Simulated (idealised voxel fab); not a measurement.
process module | voxel ribs on slabs
cross-section cut | 200 nm wide | cells 5 nm
A cross-section is a grid of square cells, given in bands from the top down. A band is one or more rows of cells.
Each band's line starts with the height of the band's top and of its bottom, in nm. Then come its materials from left to right, each with its width in nm. One material with "throughout" fills the band from edge to edge. "air" is empty space.
Height 0 is the level under which the wafer as received is all one material. The lowest band goes on downwards, as in "0 down".
A width such as "30 to 40" changes by the same amount from each row of cells to the next, from the band's top row to its bottom row.
"no change" after a step means that no cell of the cross-section changed.
closed voids: empty space of 8 cells or more with no open way to the top, each as width x height at its distance from the left edge, in nm
after a step's settings: what the simulator itself notes on the step
overlay nm, on a step with a mask: how far to the right of its planned place the mask lay; to the left if negative
plan
1 op RECEIVE | material Si
2 op DIRECTIONAL_DEP | material SiO2 | thk nm 25
3 op DIRECTIONAL_DEP | material SiN | thk nm 25
4 op MASKED_ETCH | tone cover | mask id RIB | width nm 25 | etch materials SiN | depth nm 20 | overlay nm 0
5 op DIRECTIONAL_DEP | material aC | thk nm 15
6 op PATTERN | tone cover | mask id SLAB | material resist | width nm 55 | thk nm 30 | overlay nm 0
7 op DIRECTIONAL_ETCH | etch materials aC | depth nm 15
8 op STRIP | etch materials resist
9 op DIRECTIONAL_ETCH | etch materials SiN | depth nm 5
10 op STRIP | etch materials aC
11 op FILL_DEP | material SiO2 | thk nm 20
12 op CMP | height nm 60
13 op DIRECTIONAL_DEP | material W | thk nm 5
14 op MASKED_ETCH | tone cover | mask id HEATER | width nm 35 | etch materials W | depth nm 5 | overlay nm 0
15 op CONFORMAL_DEP | material SiN | thk nm 5
varied across the wafers: thk nm of step 15. The plan shows the first wafer's value. All wafers start alike
first wafer as received, after step 1
  0 down: Si throughout
  closed voids: none
each wafer at the end: cells of each material gained (+) or lost (-) since it was received, then its closed voids
thk nm 5 | +73 SiN | +449 SiO2 | +7 W | closed voids: none
thk nm 10 | +115 SiN | +449 SiO2 | +7 W | closed voids: none
thk nm 15 | +157 SiN | +449 SiO2 | +7 W | closed voids: none
thk nm 20 | +199 SiN | +449 SiO2 | +7 W | closed voids: none
thk nm 25 | +241 SiN | +449 SiO2 | +7 W | closed voids: none
